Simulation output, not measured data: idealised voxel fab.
Documented hereafter: the process module known as voxel released beams.
The cross-section shown here is cut; it is 165 nm wide and divided into square cells measuring 5 nm on a side.
Think of the cross-section as a grid of square cells. We describe it in bands, top to bottom, and each band covers one or more rows of those cells.
Each band's line starts with the height of the band's top and of its bottom, in nm. Then come its materials from left to right, each with its width in nm. One material with "throughout" fills the band from edge to edge. "air" is empty space.
Measure heights from 0. That's the level where, below it, the as-received wafer is all one material. The lowest band is bottomless and extends downward; write it as in "0 and below".
Graded width ("30..40"): value in top row of band = first number; value in bottom row = second number; row-to-row change constant.
"no modifications", as given for a step, is the statement that not any cell of the cross-section underwent a change during that step.
Reported under the label "Sealed void list" are the empty spaces having no open way to the top and comprising 8 cells or more; the notation for each is width x height at distance, in which the distance is measured from the left edge and all three values are in nm.
Past the settings on a step's line: simulator remark, on that step.
overlay nm: for a step with a mask, the amount by which the mask lay right of where it was planned; a negative amount means left of it.
## Process steps foreseen in the plan
step 1: RECEIVE, material Si
step 2: CONFORMAL_DEP, material SiN, thk nm 5
step 3: DIRECTIONAL_DEP, material SiO2, thk nm 20
step 4: MASKED_ETCH, tone open, mask id ANCHOR, width nm 35, etch materials SiO2, depth nm 20, overlay nm 0
step 5: CONFORMAL_DEP, material polySi, thk nm 15
step 6: MASKED_ETCH, tone cover, mask id BEAM, width nm 95, etch materials polySi, depth nm 15, overlay nm 0
step 7: STRIP, etch materials SiO2
## First of two wafers: run as planned
## Here's what the wafer looked like in cross-section when it arrived - that's after step 1
- 0 and below  Si throughout
- Sealed void list: none
## The following cross-section depicts the wafer upon completion of step 2
- 5 down to 0  SiN throughout
- Below 0, no change.
## The following cross-section depicts the wafer upon completion of step 3
- 25 down to 5  SiO2 throughout
- Below 5, no change.
## The following cross-section depicts the wafer upon completion of step 4
- 25 down to 5  35 of SiO2, then 35 of air, then 95 of SiO2
- Below 5, no change.
## The following cross-section depicts the wafer upon completion of step 5
- 40 down to 25  50 of polySi, then 5 of air, then 110 of polySi
- 25 down to 20  35 of SiO2, then 15 of polySi, then 5 of air, then 15 of polySi, then 95 of SiO2
- 20 down to 5  35 of SiO2, then 35 of polySi, then 95 of SiO2
- Below 5, no change.
## The following cross-section depicts the wafer upon completion of step 6
- 40 down to 25  30 of air, then 20 of polySi, then 5 of air, then 70 of polySi, then 40 of air
- Below 25, no change.
## The following cross-section depicts the wafer upon completion of step 7
- 40 down to 25  30 of air, then 20 of polySi, then 5 of air, then 70 of polySi, then 40 of air
- 25 down to 20  35 of air, then 15 of polySi, then 5 of air, then 15 of polySi, then 95 of air
- 20 down to 5  35 of air, then 35 of polySi, then 95 of air
- Below 5, no change.
## Second wafer, same starting state and plan as the first, one mistake in the run, identical through step 5
## The second wafer cut through, at the time step 6 was supposed to be finished
- 40 down to 25  35 of air, then 15 of polySi, then 5 of air, then 70 of polySi, then 40 of air
- Below 25, no change.
## The second wafer cut through, at the time step 7 was supposed to be finished
- 40 down to 25  35 of air, then 15 of polySi, then 5 of air, then 70 of polySi, then 40 of air
- 25 down to 20  35 of air, then 15 of polySi, then 5 of air, then 15 of polySi, then 95 of air
- 20 down to 5  35 of air, then 35 of polySi, then 95 of air
- Below 5, no change.
Nonconformance to the process plan: not per plan at step 6, really ran MASKED_ETCH, tone cover, mask id BEAM, width nm 90, etch materials polySi, depth nm 15, overlay nm 0
At the finish, the second wafer shows more or fewer cells for some materials than the first does: 3 fewer of polySi
